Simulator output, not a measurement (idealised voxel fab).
A process module follows: voxel transistor to metal.
For reference, the cross-section in this document is cut, with width 270 nm and square cells of 5 nm.
Reading order for cross-sections: top band down to bottom band. Underlying form: a grid of square cells. Band size: one or more rows of cells. Read a band's entry like this: the first values are the height of its top and the height of its bottom in nm, and what follows is the sequence of materials from left to right, each with its width in nm. Note that "blank" is empty space, and that a single material marked "everywhere" reaches across the band from edge to edge. Height datum 0, below which the as-received substrate wafer is one material. Lowest band open at the bottom, running downward: "0 and below". Think of "30..40" as a width that walks from the first number to the second as you go down the band, top row to bottom row, taking equal-sized steps from row to row. Basically "no modifications" means that step didn't change any cell in the cross-section. "Closed void table" - sealed voids, min. 8 cells, no opening to top; format: width x height at distance (distance from left edge; nm throughout). What comes after the settings on a step's line is commentary from the simulator itself on that step. Among the settings permitted on a step's line is "overlay nm"; applied to a step with a mask, it specifies the extent to which the mask lay to the right of its planned position, whereas a negative figure signifies a position to the left.

These are the steps we planned for the process
1. RECEIVE [material Si]
2. OXIDIZE [depth nm 5]
3. CONFORMAL_DEP [material SiN] [thk nm 10]
4. MASKED_ETCH [tone cover] [mask id ACTIVE] [width nm 95] [pitch nm 115] [etch materials SiN] [depth nm 10] [overlay nm 0]
5. MASKED_ETCH [tone cover] [mask id ACTIVE] [width nm 95] [pitch nm 115] [etch materials SiO2] [depth nm 5] [overlay nm 0]
6. MASKED_ETCH [tone cover] [mask id ACTIVE] [width nm 95] [pitch nm 115] [etch materials Si] [depth nm 25] [overlay nm 0]
7. OXIDIZE [depth nm 5]
8. FILL_DEP [material SiO2] [thk nm 10]
9. CMP [height nm 10]
10. SELECTIVE_ETCH [etch materials SiO2] [depth nm 5]
11. STRIP [etch materials SiN]
12. SELECTIVE_ETCH [etch materials SiO2] [depth nm 5]
13. OXIDIZE [depth nm 5]
14. DIRECTIONAL_DEP [material polySi] [thk nm 30]
15. DIRECTIONAL_DEP [material SiCN] [thk nm 10]
16. MASKED_ETCH [tone cover] [mask id GATE] [width nm 15] [pitch nm 115] [etch materials SiCN] [depth nm 20] [overlay nm 0]
17. MASKED_ETCH [tone cover] [mask id GATE] [width nm 15] [pitch nm 115] [etch materials polySi] [depth nm 40] [overlay nm 0]
18. CONFORMAL_DEP [material SiO2] [thk nm 5]
19. DIRECTIONAL_ETCH [etch materials SiO2] [depth nm 5]
20. CONFORMAL_DEP [material SiN] [thk nm 10]
21. DIRECTIONAL_ETCH [etch materials SiN] [depth nm 10]
22. DIRECTIONAL_ETCH [etch materials SiO2] [depth nm 5]
23. DIRECTIONAL_ETCH [etch materials Si] [depth nm 15]
24. EPI [material nSi] [thk nm 15]
25. FILL_DEP [material SiO2] [thk nm 10]
26. CMP [height nm 35]
27. DIRECTIONAL_DEP [material SiO2] [thk nm 15]
28. DIRECTIONAL_DEP [material aC] [thk nm 15]
29. PATTERN [tone open] [mask id CONTACT] [material resist] [width nm 30] [thk nm 35] [overlay nm 0]
30. DIRECTIONAL_ETCH [etch materials aC] [depth nm 15]
31. STRIP [etch materials resist]
32. DIRECTIONAL_ETCH [etch materials SiO2] [depth nm 45]
33. STRIP [etch materials aC]
34. CONFORMAL_DEP [material TiN] [thk nm 5]
35. FILL_DEP [material W] [thk nm 10]
36. CMP [height nm 50]
37. DIRECTIONAL_DEP [material TiN] [thk nm 5]
38. DIRECTIONAL_DEP [material Ru] [thk nm 15]
39. MASKED_ETCH [tone cover] [mask id METAL_1] [width nm 15] [etch materials Ru] [depth nm 15] [overlay nm 0]
40. MASKED_ETCH [tone cover] [mask id METAL_1] [width nm 15] [etch materials TiN] [depth nm 5] [overlay nm 0]
41. CONFORMAL_DEP [material SiCN] [thk nm 5]
42. FILL_DEP [material SiO2] [thk nm 5]
43. CMP [height nm 70]
44. CONFORMAL_DEP [material SiCN] [thk nm 5]

As-received wafer cross-section (after step 1)
    0 and below: Si everywhere
    Closed void table: none

Wafer cross-section at end of module: start and plan as shown above, one execution error
    75 down to 70: SiCN everywhere
    70 down to 55: SiO2=30, then SiCN=5, then Ru=15, then SiCN=5, then SiO2=45, then SiCN=5, then Ru=15, then SiCN=5, then SiO2=20, then SiCN=5, then Ru=15, then SiCN=5, then SiO2=45, then SiCN=5, then Ru=15, then SiCN=5, then SiO2=30
    55 down to 50: SiCN=35, then TiN=15, then SiCN=55, then TiN=15, then SiCN=30, then TiN=15, then SiCN=55, then TiN=15, then SiCN=35
    50 down to 40: SiO2=35, then TiN=5, then W=20, then TiN=5, then SiO2=25, then TiN=5, then W=20, then TiN=5, then SiO2=30, then TiN=5, then W=20, then TiN=5, then SiO2=25, then TiN=5, then W=20, then TiN=5, then SiO2=35
    40 down to 35: SiO2=35, then TiN=5, then W=10, then TiN=15, then SiO2=25, then TiN=15, then W=10, then TiN=5, then SiO2=30, then TiN=5, then W=10, then TiN=15, then SiO2=25, then TiN=15, then W=10, then TiN=5, then SiO2=35
    35 down to 25: SiO2=35, then TiN=5, then W=10, then TiN=5, then SiN=10, then SiO2=5, then SiCN=15, then SiO2=5, then SiN=10, then TiN=5, then W=10, then TiN=5, then SiO2=30, then TiN=5, then W=10, then TiN=5, then SiN=10, then SiO2=5, then SiCN=15, then SiO2=5, then SiN=10, then TiN=5, then W=10, then TiN=5, then SiO2=35
    25 down to 10: SiO2=35, then TiN=5, then W=10, then TiN=5, then SiN=10, then SiO2=5, then polySi=15, then SiO2=5, then SiN=10, then TiN=5, then W=10, then TiN=5, then SiO2=30, then TiN=5, then W=10, then TiN=5, then SiN=10, then SiO2=5, then polySi=15, then SiO2=5, then SiN=10, then TiN=5, then W=10, then TiN=5, then SiO2=35
    10 down to 5: SiO2=35, then TiN=20, then SiN=10, then SiO2=5, then polySi=15, then SiO2=5, then SiN=10, then TiN=20, then SiO2=30, then TiN=20, then SiN=10, then SiO2=5, then polySi=15, then SiO2=5, then SiN=10, then TiN=20, then SiO2=35
    5 down to 0: SiO2=30, then nSi=25, then SiN=10, then SiO2=5, then polySi=15, then SiO2=5, then SiN=10, then nSi=15, then SiO2=30, then nSi=25, then SiN=10, then SiO2=5, then polySi=15, then SiO2=5, then SiN=10, then nSi=15, then SiO2=40
    0 down to -5: SiO2=25, then SiN=10, then nSi=20, then SiN=10, then SiO2=5, then polySi=15, then SiO2=5, then SiN=10, then nSi=10, then SiN=10, then SiO2=20, then SiN=10, then nSi=20, then SiN=10, then SiO2=5, then polySi=15, then SiO2=5, then SiN=10, then nSi=10, then SiN=10, then SiO2=35
    -5 down to -10: SiO2=35, then nSi=20, then SiO2=45, then nSi=10, then SiO2=40, then nSi=20, then SiO2=45, then nSi=10, then SiO2=45
    -10 down to -25: SiO2=30, then Si=5, then nSi=20, then Si=45, then nSi=10, then Si=10, then SiO2=25, then Si=5, then nSi=20, then Si=45, then nSi=10, then Si=10, then SiO2=35
    -25 down to -35: SiO2=30, then Si=90, then SiO2=25, then Si=90, then SiO2=35
    -35 and below: Si everywhere
    Closed void table: none
The plan and the run diverged here: in deviation from the planned setting, step 4 was conducted as MASKED_ETCH [tone cover] [mask id ACTIVE] [width nm 95] [pitch nm 115] [etch materials SiN] [depth nm 10] [overlay nm -5]
